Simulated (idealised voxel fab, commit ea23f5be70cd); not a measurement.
The following is a process module called voxel gate over fins.
The cross-section on display is named cut; it measures 165 nm wide, and its cells are 5 nm squares.
Each cross-section below is a grid of square cells, stated as bands in top-down order, with one or more rows of cells making up each band. This entry defines a band. It first specifies the height of the band's top and the height of its bottom in nm, and then specifies the band's materials from left to right, stating each material with its width in nm. The word "edge to edge" identifies a single material that fills the band from edge to edge, while the word "air" identifies empty space. Zero point of the height axis is 0; under it, received wafer = one material. Lowest band: continues down indefinitely, "0 nm and below". When a width is written as two numbers, as in "30..40", the first number is the width in the top row of cells of the band and the second is the width in its bottom row, and the width changes by the same amount from each row to the next. Step marked "nothing changed"? Then no cell in the cross-section changed in it. For the entry "Sealed internal cavities", the listed items are empty spaces with no open way to the top whose size is 8 cells or more; each item follows the pattern width x height at distance, where distance is from the left edge and all three are in nm. Past the settings on a step's line: simulator remark, on that step. The "overlay nm" setting may appear on a step's line; for a step that uses a mask, it gives how far to the right of its planned position the mask lay, and a negative value indicates the left. Layout of what follows: cross-section pairs, each bracketing one process step, the after cross-section shown only to the lowest band that changed, the step between and its settings noted under each pair. Pairs may originate in different runs of this module on the same starting wafer; a pair continues from the pair above only where its entry headed "Ex-ante state" says so.

## Ex-ante state
- 0 nm and below  Si edge to edge
- Sealed internal cavities: none

## Step Result
- 5 nm to 0 nm  SiN edge to edge
- No changes below 0.
- Sealed internal cavities: none
the step between: CONFORMAL_DEP with material SiN, thk nm 5

Ex-ante state: it's just the after picture from the pair right above this one.

## Step Result
- 20 nm to 5 nm  aC edge to edge
- No changes below 5.
- Sealed internal cavities: none
the step between: DIRECTIONAL_DEP with material aC, thk nm 15

Ex-ante state: it's just the after picture from the pair right above this one.

## Step Result
- 55 nm to 20 nm  15 of air, 15 of resist, 25 of air, 15 of resist, 25 of air, 15 of resist, 25 of air, 15 of resist, 15 of air
- No changes below 20.
- Sealed internal cavities: none
the step between: PATTERN with tone cover, mask id FINS, material resist, width nm 15, pitch nm 40, thk nm 35, overlay nm 0

Ex-ante state: it's just the after picture from the pair right above this one.

## Step Result
- 40 nm to 20 nm  15 of air, 15 of resist, 25 of air, 15 of resist, 25 of air, 15 of resist, 25 of air, 15 of resist, 15 of air
- 20 nm to 5 nm  15 of air, 15 of aC, 25 of air, 15 of aC, 25 of air, 15 of aC, 25 of air, 15 of aC, 15 of air
- No changes below 5.
- Sealed internal cavities: none
the step between: DIRECTIONAL_ETCH with etch materials aC, depth nm 15

Ex-ante state: it's just the after picture from the pair right above this one.

## Step Result
- 20 nm to 5 nm  15 of air, 15 of aC, 25 of air, 15 of aC, 25 of air, 15 of aC, 25 of air, 15 of aC, 15 of air
- No changes below 5.
- Sealed internal cavities: none
the step between: STRIP with etch materials resist

Ex-ante state: it's just the after picture from the pair right above this one.

## Step Result
- 20 nm to 5 nm  15 of air, 15 of aC, 25 of air, 15 of aC, 25 of air, 15 of aC, 25 of air, 15 of aC, 15 of air
- 5 nm to 0 nm  15 of air, 15 of SiN, 25 of air, 15 of SiN, 25 of air, 15 of SiN, 25 of air, 15 of SiN, 15 of air
- No changes below 0.
- Sealed internal cavities: none
the step between: DIRECTIONAL_ETCH with etch materials SiN, depth nm 5

Ex-ante state: it's just the after picture from the pair right above this one.

## Step Result
- 20 nm to 5 nm  15 of air, 15 of aC, 25 of air, 15 of aC, 25 of air, 15 of aC, 25 of air, 15 of aC, 15 of air
- 5 nm to 0 nm  15 of air, 15 of SiN, 25 of air, 15 of SiN, 25 of air, 15 of SiN, 25 of air, 15 of SiN, 15 of air
- 0 nm to -35 nm  15 of air, 15 of Si, 25 of air, 15 of Si, 25 of air, 15 of Si, 25 of air, 15 of Si, 15 of air
- No changes below -35.
- Sealed internal cavities: none
the step between: DIRECTIONAL_ETCH with etch materials Si, depth nm 35

Ex-ante state: it's just the after picture from the pair right above this one.

## Step Result
- 5 nm to 0 nm  15 of air, 15 of SiN, 25 of air, 15 of SiN, 25 of air, 15 of SiN, 25 of air, 15 of SiN, 15 of air
- No changes below 0.
- Sealed internal cavities: none
the step between: STRIP with etch materials aC

Ex-ante state: it's just the after picture from the pair right above this one.

## Step Result
- 10 nm to 5 nm  SiO2 edge to edge
- 5 nm to 0 nm  15 of SiO2, 15 of SiN, 25 of SiO2, 15 of SiN, 25 of SiO2, 15 of SiN, 25 of SiO2, 15 of SiN, 15 of SiO2
- 0 nm to -35 nm  15 of SiO2, 15 of Si, 25 of SiO2, 15 of Si, 25 of SiO2, 15 of Si, 25 of SiO2, 15 of Si, 15 of SiO2
- No changes below -35.
- Sealed internal cavities: none
the step between: FILL_DEP with material SiO2, thk nm 5

Ex-ante state: it's just the after picture from the pair right above this one.

## Step Result
- 5 nm to 0 nm  15 of SiO2, 15 of SiN, 25 of SiO2, 15 of SiN, 25 of SiO2, 15 of SiN, 25 of SiO2, 15 of SiN, 15 of SiO2
- No changes below 0.
- Sealed internal cavities: none
the step between: CMP with height nm 5

Ex-ante state: it's just the after picture from the pair right above this one.

## Step Result
- 5 nm to 0 nm  15 of air, 15 of SiN, 25 of air, 15 of SiN, 25 of air, 15 of SiN, 25 of air, 15 of SiN, 15 of air
- 0 nm to -10 nm  15 of air, 15 of Si, 25 of air, 15 of Si, 25 of air, 15 of Si, 25 of air, 15 of Si, 15 of air
- No changes below -10.
- Sealed internal cavities: none
the step between: SELECTIVE_ETCH with etch materials SiO2, depth nm 15

Ex-ante state: it's just the after picture from the pair right above this one.

## Step Result
- 0 nm to -10 nm  15 of air, 15 of Si, 25 of air, 15 of Si, 25 of air, 15 of Si, 25 of air, 15 of Si, 15 of air
- No changes below -10.
- Sealed internal cavities: none
the step between: STRIP with etch materials SiN

Ex-ante state: it's just the after picture from the pair right above this one.

## Step Result
- 5 nm to 0 nm  10 of air, 25 of HfO2, 15 of air, 25 of HfO2, 15 of air, 25 of HfO2, 15 of air, 25 of HfO2, 10 of air
- 0 nm to -5 nm  10 of air, 5 of HfO2, 15 of Si, 5 of HfO2, 15 of air, 5 of HfO2, 15 of Si, 5 of HfO2, 15 of air, 5 of HfO2, 15 of Si, 5 of HfO2, 15 of air, 5 of HfO2, 15 of Si, 5 of HfO2, 10 of air
- -5 nm to -10 nm  15 of HfO2, 15 of Si, 25 of HfO2, 15 of Si, 25 of HfO2, 15 of Si, 25 of HfO2, 15 of Si, 15 of HfO2
- No changes below -10.
- Sealed internal cavities: none
the step between: CONFORMAL_DEP with material HfO2, thk nm 5

Ex-ante state: it's just the after picture from the pair right above this one.

## Step Result
- 10 nm to 5 nm  5 of air, 35 of TiN, 5 of air, 35 of TiN, 5 of air, 35 of TiN, 5 of air, 35 of TiN, 5 of air
- 5 nm to 0 nm  5 of air, 5 of TiN, 25 of HfO2, 5 of TiN, 5 of air, 5 of TiN, 25 of HfO2, 5 of TiN, 5 of air, 5 of TiN, 25 of HfO2, 5 of TiN, 5 of air, 5 of TiN, 25 of HfO2, 5 of TiN, 5 of air
- 0 nm to -5 nm  10 of TiN, 5 of HfO2, 15 of Si, 5 of HfO2, 15 of TiN, 5 of HfO2, 15 of Si, 5 of HfO2, 15 of TiN, 5 of HfO2, 15 of Si, 5 of HfO2, 15 of TiN, 5 of HfO2, 15 of Si, 5 of HfO2, 10 of TiN
- No changes below -5.
- Sealed internal cavities: none
the step between: CONFORMAL_DEP with material TiN, thk nm 5

Ex-ante state: it's just the after picture from the pair right above this one.

## Step Result
- 25 nm to 10 nm  W edge to edge
- 10 nm to 5 nm  5 of W, 35 of TiN, 5 of W, 35 of TiN, 5 of W, 35 of TiN, 5 of W, 35 of TiN, 5 of W
- 5 nm to 0 nm  5 of W, 5 of TiN, 25 of HfO2, 5 of TiN, 5 of W, 5 of TiN, 25 of HfO2, 5 of TiN, 5 of W, 5 of TiN, 25 of HfO2, 5 of TiN, 5 of W, 5 of TiN, 25 of HfO2, 5 of TiN, 5 of W
- No changes below 0.
- Sealed internal cavities: none
the step between: FILL_DEP with material W, thk nm 15

Ex-ante state: it's just the after picture from the pair right above this one.

## Step Result
- 20 nm to 10 nm  W edge to edge
- No changes below 10.
- Sealed internal cavities: none
the step between: CMP with height nm 20

Ex-ante state: it's just the after picture from the pair right above this one.

## Step Result
- 30 nm to 20 nm  SiN edge to edge
- No changes below 20.
- Sealed internal cavities: none
the step between: CONFORMAL_DEP with material SiN, thk nm 10

## Ex-ante state
- 0 nm to -10 nm  15 of air, 15 of Si, 25 of air, 15 of Si, 25 of air, 15 of Si, 25 of air, 15 of Si, 15 of air
- -10 nm to -35 nm  15 of SiO2, 15 of Si, 25 of SiO2, 15 of Si, 25 of SiO2, 15 of Si, 25 of SiO2, 15 of Si, 15 of SiO2
- -35 nm and below  Si edge to edge
- Sealed internal cavities: none

## Step Result
- 5 nm to 0 nm  10 of air, 25 of TiN, 15 of air, 25 of TiN, 15 of air, 25 of TiN, 15 of air, 25 of TiN, 10 of air
- 0 nm to -5 nm  10 of air, 5 of TiN, 15 of Si, 5 of TiN, 15 of air, 5 of TiN, 15 of Si, 5 of TiN, 15 of air, 5 of TiN, 15 of Si, 5 of TiN, 15 of air, 5 of TiN, 15 of Si, 5 of TiN, 10 of air
- -5 nm to -10 nm  15 of TiN, 15 of Si, 25 of TiN, 15 of Si, 25 of TiN, 15 of Si, 25 of TiN, 15 of Si, 15 of TiN
- No changes below -10.
- Sealed internal cavities: none
the step between: CONFORMAL_DEP with material TiN, thk nm 5

Ex-ante state: it's just the after picture from the pair right above this one.

## Step Result
- 20 nm to 5 nm  W edge to edge
- 5 nm to 0 nm  10 of W, 25 of TiN, 15 of W, 25 of TiN, 15 of W, 25 of TiN, 15 of W, 25 of TiN, 10 of W
- 0 nm to -5 nm  10 of W, 5 of TiN, 15 of Si, 5 of TiN, 15 of W, 5 of TiN, 15 of Si, 5 of TiN, 15 of W, 5 of TiN, 15 of Si, 5 of TiN, 15 of W, 5 of TiN, 15 of Si, 5 of TiN, 10 of W
- No changes below -5.
- Sealed internal cavities: none
the step between: FILL_DEP with material W, thk nm 15

Ex-ante state: it's just the after picture from the pair right above this one.

## Step Result
- 30 nm to 20 nm  SiN edge to edge
- No changes below 20.
- Sealed internal cavities: none
the step between: CONFORMAL_DEP with material SiN, thk nm 10

## Ex-ante state
- 20 nm to 5 nm  15 of air, 15 of aC, 25 of air, 15 of aC, 25 of air, 15 of aC, 25 of air, 15 of aC, 15 of air
- 5 nm to 0 nm  15 of air, 15 of SiN, 25 of air, 15 of SiN, 25 of air, 15 of SiN, 25 of air, 15 of SiN, 15 of air
- 0 nm to -35 nm  15 of air, 15 of Si, 25 of air, 15 of Si, 25 of air, 15 of Si, 25 of air, 15 of Si, 15 of air
- -35 nm and below  Si edge to edge
- Sealed internal cavities: none

## Step Result
- 20 nm to 5 nm  15 of air, 15 of aC, 25 of air, 15 of aC, 25 of air, 15 of aC, 25 of air, 15 of aC, 15 of air
- 5 nm to 0 nm  15 of air, 15 of SiN, 25 of air, 15 of SiN, 25 of air, 15 of SiN, 25 of air, 15 of SiN, 15 of air
- 0 nm to -70 nm  15 of air, 15 of Si, 25 of air, 15 of Si, 25 of air, 15 of Si, 25 of air, 15 of Si, 15 of air
- No changes below -70.
- Sealed internal cavities: none
the step between: DIRECTIONAL_ETCH with etch materials Si, depth nm 35

Ex-ante state: it's just the after picture from the pair right above this one.

## Step Result
- 5 nm to 0 nm  15 of air, 15 of SiN, 25 of air, 15 of SiN, 25 of air, 15 of SiN, 25 of air, 15 of SiN, 15 of air
- No changes below 0.
- Sealed internal cavities: none
the step between: STRIP with etch materials aC

Ex-ante state: it's just the after picture from the pair right above this one.

## Step Result
- 10 nm to 5 nm  SiO2 edge to edge
- 5 nm to 0 nm  15 of SiO2, 15 of SiN, 25 of SiO2, 15 of SiN, 25 of SiO2, 15 of SiN, 25 of SiO2, 15 of SiN, 15 of SiO2
- 0 nm to -70 nm  15 of SiO2, 15 of Si, 25 of SiO2, 15 of Si, 25 of SiO2, 15 of Si, 25 of SiO2, 15 of Si, 15 of SiO2
- No changes below -70.
- Sealed internal cavities: none
the step between: FILL_DEP with material SiO2, thk nm 5

Ex-ante state: it's just the after picture from the pair right above this one.

## Step Result
- 5 nm to 0 nm  15 of SiO2, 15 of SiN, 25 of SiO2, 15 of SiN, 25 of SiO2, 15 of SiN, 25 of SiO2, 15 of SiN, 15 of SiO2
- No changes below 0.
- Sealed internal cavities: none
the step between: CMP with height nm 5

Ex-ante state: it's just the after picture from the pair right above this one.

## Step Result
- 5 nm to 0 nm  15 of air, 15 of SiN, 25 of air, 15 of SiN, 25 of air, 15 of SiN, 25 of air, 15 of SiN, 15 of air
- 0 nm to -10 nm  15 of air, 15 of Si, 25 of air, 15 of Si, 25 of air, 15 of Si, 25 of air, 15 of Si, 15 of air
- No changes below -10.
- Sealed internal cavities: none
the step between: SELECTIVE_ETCH with etch materials SiO2, depth nm 15

Ex-ante state: it's just the after picture from the pair right above this one.

## Step Result
- 0 nm to -10 nm  15 of air, 15 of Si, 25 of air, 15 of Si, 25 of air, 15 of Si, 25 of air, 15 of Si, 15 of air
- No changes below -10.
- Sealed internal cavities: none
the step between: STRIP with etch materials SiN

Ex-ante state: it's just the after picture from the pair right above this one.

## Step Result
- 5 nm to 0 nm  10 of air, 25 of HfO2, 15 of air, 25 of HfO2, 15 of air, 25 of HfO2, 15 of air, 25 of HfO2, 10 of air
- 0 nm to -5 nm  10 of air, 5 of HfO2, 15 of Si, 5 of HfO2, 15 of air, 5 of HfO2, 15 of Si, 5 of HfO2, 15 of air, 5 of HfO2, 15 of Si, 5 of HfO2, 15 of air, 5 of HfO2, 15 of Si, 5 of HfO2, 10 of air
- -5 nm to -10 nm  15 of HfO2, 15 of Si, 25 of HfO2, 15 of Si, 25 of HfO2, 15 of Si, 25 of HfO2, 15 of Si, 15 of HfO2
- No changes below -10.
- Sealed internal cavities: none
the step between: CONFORMAL_DEP with material HfO2, thk nm 5

Ex-ante state: it's just the after picture from the pair right above this one.

## Step Result
- 10 nm to 5 nm  5 of air, 35 of TiN, 5 of air, 35 of TiN, 5 of air, 35 of TiN, 5 of air, 35 of TiN, 5 of air
- 5 nm to 0 nm  5 of air, 5 of TiN, 25 of HfO2, 5 of TiN, 5 of air, 5 of TiN, 25 of HfO2, 5 of TiN, 5 of air, 5 of TiN, 25 of HfO2, 5 of TiN, 5 of air, 5 of TiN, 25 of HfO2, 5 of TiN, 5 of air
- 0 nm to -5 nm  10 of TiN, 5 of HfO2, 15 of Si, 5 of HfO2, 15 of TiN, 5 of HfO2, 15 of Si, 5 of HfO2, 15 of TiN, 5 of HfO2, 15 of Si, 5 of HfO2, 15 of TiN, 5 of HfO2, 15 of Si, 5 of HfO2, 10 of TiN
- No changes below -5.
- Sealed internal cavities: none
the step between: CONFORMAL_DEP with material TiN, thk nm 5

Ex-ante state: it's just the after picture from the pair right above this one.

## Step Result
- 25 nm to 10 nm  W edge to edge
- 10 nm to 5 nm  5 of W, 35 of TiN, 5 of W, 35 of TiN, 5 of W, 35 of TiN, 5 of W, 35 of TiN, 5 of W
- 5 nm to 0 nm  5 of W, 5 of TiN, 25 of HfO2, 5 of TiN, 5 of W, 5 of TiN, 25 of HfO2, 5 of TiN, 5 of W, 5 of TiN, 25 of HfO2, 5 of TiN, 5 of W, 5 of TiN, 25 of HfO2, 5 of TiN, 5 of W
- No changes below 0.
- Sealed internal cavities: none
the step between: FILL_DEP with material W, thk nm 15

Ex-ante state: it's just the after picture from the pair right above this one.

## Step Result
- 20 nm to 10 nm  W edge to edge
- No changes below 10.
- Sealed internal cavities: none
the step between: CMP with height nm 20

Ex-ante state: it's just the after picture from the pair right above this one.

## Step Result
- 30 nm to 20 nm  SiN edge to edge
- No changes below 20.
- Sealed internal cavities: none
the step between: CONFORMAL_DEP with material SiN, thk nm 10

## Ex-ante state
- 5 nm to 0 nm  10 of air, 25 of TiN, 15 of air, 25 of TiN, 15 of air, 25 of TiN, 15 of air, 25 of TiN, 10 of air
- 0 nm to -5 nm  10 of air, 5 of TiN, 15 of Si, 5 of TiN, 15 of air, 5 of TiN, 15 of Si, 5 of TiN, 15 of air, 5 of TiN, 15 of Si, 5 of TiN, 15 of air, 5 of TiN, 15 of Si, 5 of TiN, 10 of air
- -5 nm to -10 nm  15 of TiN, 15 of Si, 25 of TiN, 15 of Si, 25 of TiN, 15 of Si, 25 of TiN, 15 of Si, 15 of TiN
- -10 nm to -35 nm  15 of SiO2, 15 of Si, 25 of SiO2, 15 of Si, 25 of SiO2, 15 of Si, 25 of SiO2, 15 of Si, 15 of SiO2
- -35 nm and below  Si edge to edge
- Sealed internal cavities: none

## Step Result
- 10 nm to 5 nm  5 of air, 35 of HfO2, 5 of air, 35 of HfO2, 5 of air, 35 of HfO2, 5 of air, 35 of HfO2, 5 of air
- 5 nm to 0 nm  5 of air, 5 of HfO2, 25 of TiN, 5 of HfO2, 5 of air, 5 of HfO2, 25 of TiN, 5 of HfO2, 5 of air, 5 of HfO2, 25 of TiN, 5 of HfO2, 5 of air, 5 of HfO2, 25 of TiN, 5 of HfO2, 5 of air
- 0 nm to -5 nm  10 of HfO2, 5 of TiN, 15 of Si, 5 of TiN, 15 of HfO2, 5 of TiN, 15 of Si, 5 of TiN, 15 of HfO2, 5 of TiN, 15 of Si, 5 of TiN, 15 of HfO2, 5 of TiN, 15 of Si, 5 of TiN, 10 of HfO2
- No changes below -5.
- Sealed internal cavities: none
the step between: CONFORMAL_DEP with material HfO2, thk nm 5

Ex-ante state: it's just the after picture from the pair right above this one.

## Step Result
- 25 nm to 10 nm  W edge to edge
- 10 nm to 5 nm  5 of W, 35 of HfO2, 5 of W, 35 of HfO2, 5 of W, 35 of HfO2, 5 of W, 35 of HfO2, 5 of W
- 5 nm to 0 nm  5 of W, 5 of HfO2, 25 of TiN, 5 of HfO2, 5 of W, 5 of HfO2, 25 of TiN, 5 of HfO2, 5 of W, 5 of HfO2, 25 of TiN, 5 of HfO2, 5 of W, 5 of HfO2, 25 of TiN, 5 of HfO2, 5 of W
- No changes below 0.
- Sealed internal cavities: none
the step between: FILL_DEP with material W, thk nm 15

Ex-ante state: it's just the after picture from the pair right above this one.

## Step Result
- 20 nm to 10 nm  W edge to edge
- No changes below 10.
- Sealed internal cavities: none
the step between: CMP with height nm 20

Ex-ante state: it's just the after picture from the pair right above this one.

## Step Result
- 30 nm to 20 nm  SiN edge to edge
- No changes below 20.
- Sealed internal cavities: none
the step between: CONFORMAL_DEP with material SiN, thk nm 10

## Ex-ante state
- 20 nm to 5 nm  15 of air, 15 of aC, 25 of air, 15 of aC, 25 of air, 15 of aC, 25 of air, 15 of aC, 15 of air
- 5 nm to 0 nm  15 of air, 15 of SiN, 25 of air, 15 of SiN, 25 of air, 15 of SiN, 25 of air, 15 of SiN, 15 of air
- 0 nm and below  Si edge to edge
- Sealed internal cavities: none

## Step Result
- 20 nm to 5 nm  15 of air, 15 of aC, 25 of air, 15 of aC, 25 of air, 15 of aC, 25 of air, 15 of aC, 15 of air
- 5 nm to 0 nm  15 of air, 15 of SiN, 25 of air, 15 of SiN, 25 of air, 15 of SiN, 25 of air, 15 of SiN, 15 of air
- 0 nm to -40 nm  15 of air, 15 of Si, 25 of air, 15 of Si, 25 of air, 15 of Si, 25 of air, 15 of Si, 15 of air
- No changes below -40.
- Sealed internal cavities: none
the step between: DIRECTIONAL_ETCH with etch materials Si, depth nm 40

Ex-ante state: it's just the after picture from the pair right above this one.

## Step Result
- 5 nm to 0 nm  15 of air, 15 of SiN, 25 of air, 15 of SiN, 25 of air, 15 of SiN, 25 of air, 15 of SiN, 15 of air
- No changes below 0.
- Sealed internal cavities: none
the step between: STRIP with etch materials aC

Ex-ante state: it's just the after picture from the pair right above this one.

## Step Result
- 10 nm to 5 nm  SiO2 edge to edge
- 5 nm to 0 nm  15 of SiO2, 15 of SiN, 25 of SiO2, 15 of SiN, 25 of SiO2, 15 of SiN, 25 of SiO2, 15 of SiN, 15 of SiO2
- 0 nm to -40 nm  15 of SiO2, 15 of Si, 25 of SiO2, 15 of Si, 25 of SiO2, 15 of Si, 25 of SiO2, 15 of Si, 15 of SiO2
- No changes below -40.
- Sealed internal cavities: none
the step between: FILL_DEP with material SiO2, thk nm 5

Ex-ante state: it's just the after picture from the pair right above this one.

## Step Result
- 5 nm to 0 nm  15 of SiO2, 15 of SiN, 25 of SiO2, 15 of SiN, 25 of SiO2, 15 of SiN, 25 of SiO2, 15 of SiN, 15 of SiO2
- No changes below 0.
- Sealed internal cavities: none
the step between: CMP with height nm 5

Ex-ante state: it's just the after picture from the pair right above this one.

## Step Result
- 5 nm to 0 nm  15 of air, 15 of SiN, 25 of air, 15 of SiN, 25 of air, 15 of SiN, 25 of air, 15 of SiN, 15 of air
- 0 nm to -10 nm  15 of air, 15 of Si, 25 of air, 15 of Si, 25 of air, 15 of Si, 25 of air, 15 of Si, 15 of air
- No changes below -10.
- Sealed internal cavities: none
the step between: SELECTIVE_ETCH with etch materials SiO2, depth nm 15

Ex-ante state: it's just the after picture from the pair right above this one.

## Step Result
- 0 nm to -10 nm  15 of air, 15 of Si, 25 of air, 15 of Si, 25 of air, 15 of Si, 25 of air, 15 of Si, 15 of air
- No changes below -10.
- Sealed internal cavities: none
the step between: STRIP with etch materials SiN

Ex-ante state: it's just the after picture from the pair right above this one.

## Step Result
- 5 nm to 0 nm  10 of air, 25 of HfO2, 15 of air, 25 of HfO2, 15 of air, 25 of HfO2, 15 of air, 25 of HfO2, 10 of air
- 0 nm to -5 nm  10 of air, 5 of HfO2, 15 of Si, 5 of HfO2, 15 of air, 5 of HfO2, 15 of Si, 5 of HfO2, 15 of air, 5 of HfO2, 15 of Si, 5 of HfO2, 15 of air, 5 of HfO2, 15 of Si, 5 of HfO2, 10 of air
- -5 nm to -10 nm  15 of HfO2, 15 of Si, 25 of HfO2, 15 of Si, 25 of HfO2, 15 of Si, 25 of HfO2, 15 of Si, 15 of HfO2
- No changes below -10.
- Sealed internal cavities: none
the step between: CONFORMAL_DEP with material HfO2, thk nm 5

Ex-ante state: it's just the after picture from the pair right above this one.

## Step Result
- 10 nm to 5 nm  5 of air, 35 of TiN, 5 of air, 35 of TiN, 5 of air, 35 of TiN, 5 of air, 35 of TiN, 5 of air
- 5 nm to 0 nm  5 of air, 5 of TiN, 25 of HfO2, 5 of TiN, 5 of air, 5 of TiN, 25 of HfO2, 5 of TiN, 5 of air, 5 of TiN, 25 of HfO2, 5 of TiN, 5 of air, 5 of TiN, 25 of HfO2, 5 of TiN, 5 of air
- 0 nm to -5 nm  10 of TiN, 5 of HfO2, 15 of Si, 5 of HfO2, 15 of TiN, 5 of HfO2, 15 of Si, 5 of HfO2, 15 of TiN, 5 of HfO2, 15 of Si, 5 of HfO2, 15 of TiN, 5 of HfO2, 15 of Si, 5 of HfO2, 10 of TiN
- No changes below -5.
- Sealed internal cavities: none
the step between: CONFORMAL_DEP with material TiN, thk nm 5

Ex-ante state: it's just the after picture from the pair right above this one.

## Step Result
- 25 nm to 10 nm  W edge to edge
- 10 nm to 5 nm  5 of W, 35 of TiN, 5 of W, 35 of TiN, 5 of W, 35 of TiN, 5 of W, 35 of TiN, 5 of W
- 5 nm to 0 nm  5 of W, 5 of TiN, 25 of HfO2, 5 of TiN, 5 of W, 5 of TiN, 25 of HfO2, 5 of TiN, 5 of W, 5 of TiN, 25 of HfO2, 5 of TiN, 5 of W, 5 of TiN, 25 of HfO2, 5 of TiN, 5 of W
- No changes below 0.
- Sealed internal cavities: none
the step between: FILL_DEP with material W, thk nm 15

Ex-ante state: it's just the after picture from the pair right above this one.

## Step Result
- 20 nm to 10 nm  W edge to edge
- No changes below 10.
- Sealed internal cavities: none
the step between: CMP with height nm 20

Ex-ante state: it's just the after picture from the pair right above this one.

## Step Result
- 30 nm to 20 nm  SiN edge to edge
- No changes below 20.
- Sealed internal cavities: none
the step between: CONFORMAL_DEP with material SiN, thk nm 10

## Ex-ante state
- 20 nm to 10 nm  W edge to edge
- 10 nm to 5 nm  5 of W, 35 of TiN, 5 of W, 35 of TiN, 5 of W, 35 of TiN, 5 of W, 35 of TiN, 5 of W
- 5 nm to 0 nm  5 of W, 5 of TiN, 25 of HfO2, 5 of TiN, 5 of W, 5 of TiN, 25 of HfO2, 5 of TiN, 5 of W, 5 of TiN, 25 of HfO2, 5 of TiN, 5 of W, 5 of TiN, 25 of HfO2, 5 of TiN, 5 of W
- 0 nm to -5 nm  10 of TiN, 5 of HfO2, 15 of Si, 5 of HfO2, 15 of TiN, 5 of HfO2, 15 of Si, 5 of HfO2, 15 of TiN, 5 of HfO2, 15 of Si, 5 of HfO2, 15 of TiN, 5 of HfO2, 15 of Si, 5 of HfO2, 10 of TiN
- -5 nm to -10 nm  15 of HfO2, 15 of Si, 25 of HfO2, 15 of Si, 25 of HfO2, 15 of Si, 25 of HfO2, 15 of Si, 15 of HfO2
- -10 nm to -35 nm  15 of SiO2, 15 of Si, 25 of SiO2, 15 of Si, 25 of SiO2, 15 of Si, 25 of SiO2, 15 of Si, 15 of SiO2
- -35 nm and below  Si edge to edge
- Sealed internal cavities: none

## Step Result
- 30 nm to 20 nm  TiN edge to edge
- No changes below 20.
- Sealed internal cavities: none
the step between: CONFORMAL_DEP with material TiN, thk nm 10

## Ex-ante state
- 20 nm to 5 nm  aC edge to edge
- 5 nm to 0 nm  SiN edge to edge
- 0 nm and below  Si edge to edge
- Sealed internal cavities: none

## Step Result
- 55 nm to 20 nm  15 of resist, 15 of air, 25 of resist, 15 of air, 25 of resist, 15 of air, 25 of resist, 15 of air, 15 of resist
- No changes below 20.
- Sealed internal cavities: none
the step between: PATTERN with tone open, mask id FINS, material resist, width nm 15, pitch nm 40, thk nm 35, overlay nm 0

Ex-ante state: it's just the after picture from the pair right above this one.

## Step Result
- 40 nm to 20 nm  15 of resist, 15 of air, 25 of resist, 15 of air, 25 of resist, 15 of air, 25 of resist, 15 of air, 15 of resist
- 20 nm to 5 nm  15 of aC, 15 of air, 25 of aC, 15 of air, 25 of aC, 15 of air, 25 of aC, 15 of air, 15 of aC
- No changes below 5.
- Sealed internal cavities: none
the step between: DIRECTIONAL_ETCH with etch materials aC, depth nm 15

Ex-ante state: it's just the after picture from the pair right above this one.

## Step Result
- 20 nm to 5 nm  15 of aC, 15 of air, 25 of aC, 15 of air, 25 of aC, 15 of air, 25 of aC, 15 of air, 15 of aC
- No changes below 5.
- Sealed internal cavities: none
the step between: STRIP with etch materials resist

Ex-ante state: it's just the after picture from the pair right above this one.

## Step Result
- 20 nm to 5 nm  15 of aC, 15 of air, 25 of aC, 15 of air, 25 of aC, 15 of air, 25 of aC, 15 of air, 15 of aC
- 5 nm to 0 nm  15 of SiN, 15 of air, 25 of SiN, 15 of air, 25 of SiN, 15 of air, 25 of SiN, 15 of air, 15 of SiN
- No changes below 0.
- Sealed internal cavities: none
the step between: DIRECTIONAL_ETCH with etch materials SiN, depth nm 5

Ex-ante state: it's just the after picture from the pair right above this one.

## Step Result
- 20 nm to 5 nm  15 of aC, 15 of air, 25 of aC, 15 of air, 25 of aC, 15 of air, 25 of aC, 15 of air, 15 of aC
- 5 nm to 0 nm  15 of SiN, 15 of air, 25 of SiN, 15 of air, 25 of SiN, 15 of air, 25 of SiN, 15 of air, 15 of SiN
- 0 nm to -35 nm  15 of Si, 15 of air, 25 of Si, 15 of air, 25 of Si, 15 of air, 25 of Si, 15 of air, 15 of Si
- No changes below -35.
- Sealed internal cavities: none
the step between: DIRECTIONAL_ETCH with etch materials Si, depth nm 35

Ex-ante state: it's just the after picture from the pair right above this one.

## Step Result
- 5 nm to 0 nm  15 of SiN, 15 of air, 25 of SiN, 15 of air, 25 of SiN, 15 of air, 25 of SiN, 15 of air, 15 of SiN
- No changes below 0.
- Sealed internal cavities: none
the step between: STRIP with etch materials aC

Ex-ante state: it's just the after picture from the pair right above this one.

## Step Result
- 10 nm to 5 nm  SiO2 edge to edge
- 5 nm to 0 nm  15 of SiN, 15 of SiO2, 25 of SiN, 15 of SiO2, 25 of SiN, 15 of SiO2, 25 of SiN, 15 of SiO2, 15 of SiN
- 0 nm to -35 nm  15 of Si, 15 of SiO2, 25 of Si, 15 of SiO2, 25 of Si, 15 of SiO2, 25 of Si, 15 of SiO2, 15 of Si
- No changes below -35.
- Sealed internal cavities: none
the step between: FILL_DEP with material SiO2, thk nm 5

Ex-ante state: it's just the after picture from the pair right above this one.

## Step Result
- 5 nm to 0 nm  15 of SiN, 15 of SiO2, 25 of SiN, 15 of SiO2, 25 of SiN, 15 of SiO2, 25 of SiN, 15 of SiO2, 15 of SiN
- No changes below 0.
- Sealed internal cavities: none
the step between: CMP with height nm 5

Ex-ante state: it's just the after picture from the pair right above this one.

## Step Result
- 5 nm to 0 nm  15 of SiN, 15 of air, 25 of SiN, 15 of air, 25 of SiN, 15 of air, 25 of SiN, 15 of air, 15 of SiN
- 0 nm to -10 nm  15 of Si, 15 of air, 25 of Si, 15 of air, 25 of Si, 15 of air, 25 of Si, 15 of air, 15 of Si
- No changes below -10.
- Sealed internal cavities: none
the step between: SELECTIVE_ETCH with etch materials SiO2, depth nm 15

Ex-ante state: it's just the after picture from the pair right above this one.

## Step Result
- 0 nm to -10 nm  15 of Si, 15 of air, 25 of Si, 15 of air, 25 of Si, 15 of air, 25 of Si, 15 of air, 15 of Si
- No changes below -10.
- Sealed internal cavities: none
the step between: STRIP with etch materials SiN

Ex-ante state: it's just the after picture from the pair right above this one.

## Step Result
- 5 nm to 0 nm  20 of HfO2, 5 of air, 35 of HfO2, 5 of air, 35 of HfO2, 5 of air, 35 of HfO2, 5 of air, 20 of HfO2
- 0 nm to -5 nm  15 of Si, 5 of HfO2, 5 of air, 5 of HfO2, 25 of Si, 5 of HfO2, 5 of air, 5 of HfO2, 25 of Si, 5 of HfO2, 5 of air, 5 of HfO2, 25 of Si, 5 of HfO2, 5 of air, 5 of HfO2, 15 of Si
- -5 nm to -10 nm  15 of Si, 15 of HfO2, 25 of Si, 15 of HfO2, 25 of Si, 15 of HfO2, 25 of Si, 15 of HfO2, 15 of Si
- No changes below -10.
- Sealed internal cavities: none
the step between: CONFORMAL_DEP with material HfO2, thk nm 5
